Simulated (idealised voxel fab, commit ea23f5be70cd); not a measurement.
The following is a process module called voxel gate over fins.
Cross-sectional view cut (width: 180 nm; square cell size: 5 nm).
Throughout this document, each cross-section is represented as a grid of square cells and is presented as a sequence of bands enumerated from the top downward, where a band comprises one or more rows of cells.
A band entry consists of two parts. The first gives the height of the band's top and the height of its bottom, in nm. The rest lists the band's materials from left to right, each with its width in nm. A single material labelled with the word "throughout" fills the band from edge to edge, and the word "blank" marks empty space.
Zero point of the height axis is 0; under it, received wafer = one material. Lowest band: continues down indefinitely, "z 0 and below".
The notation "30..40" denotes a width that varies across the rows of cells in the band, beginning at the first number in the top row, finishing at the second number in the bottom row, and changing by an identical amount from each row to the next.
Where a step carries "nothing altered", the cross-section came out of it unchanged, cell for cell.
"Non-vented voids" lists enclosed empty spaces (at least 8 cells, no open path upward to the top), each as width x height at distance from the left edge, in nm.
Heads up: the bit after the settings on a step's line is the simulator's remark on that step.
The setting "overlay nm" may be written on the line of a step. When the step uses a mask, the value reports how far to the right of the planned place the mask lay, and a negative value reports that it lay to the left.

**The steps planned for the process are as follows**
1,op RECEIVE | material Si
2,op CONFORMAL_DEP | material SiN | thk nm 10
3,op MASKED_ETCH | tone cover | mask id FINS | width nm 15 | pitch nm 60 | etch materials SiN | depth nm 10 | overlay nm 0
4,op MASKED_ETCH | tone cover | mask id FINS | width nm 15 | pitch nm 60 | etch materials Si | depth nm 35 | overlay nm 0
5,op FILL_DEP | material SiO2 | thk nm 15
6,op CMP | height nm 10
7,op MASKED_ETCH | tone open | mask id RAIL | width nm 15 | etch materials SiO2 | depth nm 40 | overlay nm 0
8,op CONFORMAL_DEP | material TiN | thk nm 5
9,op FILL_DEP | material W | thk nm 10
10,op CMP | height nm 10
11,op SELECTIVE_ETCH | etch materials W Ru TiN | depth nm 25
12,op FILL_DEP | material SiO2 | thk nm 5
13,op CMP | height nm 10
14,op SELECTIVE_ETCH | etch materials SiO2 | depth nm 20
15,op STRIP | etch materials SiN
16,op CONFORMAL_DEP | material HfO2 | thk nm 5
17,op CONFORMAL_DEP | material TiN | thk nm 5
18,op FILL_DEP | material W | thk nm 10
19,op CMP | height nm 15
20,op CONFORMAL_DEP | material SiCN | thk nm 10

**Here's what the wafer looked like in cross-section when it arrived - that's after step 1**
  z 0 and below  Si throughout
  Non-vented voids: none

**End-of-module XS, first of two wafers, run as planned**
  z 25 to 15  SiCN throughout
  z 15 to 10  W throughout
  z 10 to 5  W 40 nm  TiN 35 nm  W 25 nm  TiN 35 nm  W 45 nm
  z 5 to 0  W 40 nm  TiN 5 nm  HfO2 25 nm  TiN 5 nm  W 25 nm  TiN 5 nm  HfO2 25 nm  TiN 5 nm  W 45 nm
  z 0 to -5  TiN 45 nm  HfO2 5 nm  Si 15 nm  HfO2 5 nm  TiN 35 nm  HfO2 5 nm  Si 15 nm  HfO2 5 nm  TiN 50 nm
  z -5 to -10  HfO2 50 nm  Si 15 nm  HfO2 45 nm  Si 15 nm  HfO2 55 nm
  z -10 to -15  SiO2 50 nm  Si 15 nm  SiO2 45 nm  Si 15 nm  SiO2 55 nm
  z -15 to -25  SiO2 50 nm  Si 15 nm  SiO2 15 nm  TiN 5 nm  W 5 nm  TiN 5 nm  SiO2 15 nm  Si 15 nm  SiO2 55 nm
  z -25 to -30  SiO2 50 nm  Si 15 nm  SiO2 15 nm  TiN 15 nm  SiO2 15 nm  Si 15 nm  SiO2 55 nm
  z -30 to -35  SiO2 50 nm  Si 15 nm  SiO2 45 nm  Si 15 nm  SiO2 55 nm
  z -35 and below  Si throughout
  Non-vented voids: none

**Cross-section of the latter of the two wafers at module completion. It had an identical start and an identical plan to the former; in running it, one mistake was made**
  z 25 to 15  SiCN throughout
  z 15 to 10  W throughout
  z 10 to 5  W 40 nm  TiN 35 nm  W 25 nm  TiN 35 nm  W 45 nm
  z 5 to 0  W 40 nm  TiN 5 nm  HfO2 25 nm  TiN 5 nm  W 25 nm  TiN 5 nm  HfO2 25 nm  TiN 5 nm  W 45 nm
  z 0 to -5  TiN 45 nm  HfO2 5 nm  Si 15 nm  HfO2 5 nm  TiN 35 nm  HfO2 5 nm  Si 15 nm  HfO2 5 nm  TiN 50 nm
  z -5 to -10  HfO2 50 nm  Si 15 nm  HfO2 45 nm  Si 15 nm  HfO2 55 nm
  z -10 to -15  SiO2 50 nm  Si 15 nm  SiO2 45 nm  Si 15 nm  SiO2 55 nm
  z -15 to -25  W 45 nm  TiN 5 nm  Si 15 nm  TiN 5 nm  W 5 nm  TiN 5 nm  SiO2 15 nm  TiN 5 nm  W 5 nm  TiN 5 nm  Si 15 nm  TiN 5 nm  W 50 nm
  z -25 to -30  TiN 50 nm  Si 15 nm  TiN 15 nm  SiO2 15 nm  TiN 15 nm  Si 15 nm  TiN 55 nm
  z -30 to -35  SiO2 50 nm  Si 15 nm  SiO2 45 nm  Si 15 nm  SiO2 55 nm
  z -35 and below  Si throughout
  Non-vented voids: none
Want to know what went wrong? step 7 off recipe, ran as op MASKED_ETCH | tone cover | mask id RAIL | width nm 15 | etch materials SiO2 | depth nm 40 | overlay nm 0
Materials where the second wafer ends with more or fewer cells than the first: SiO2 -72, TiN +32, W +40
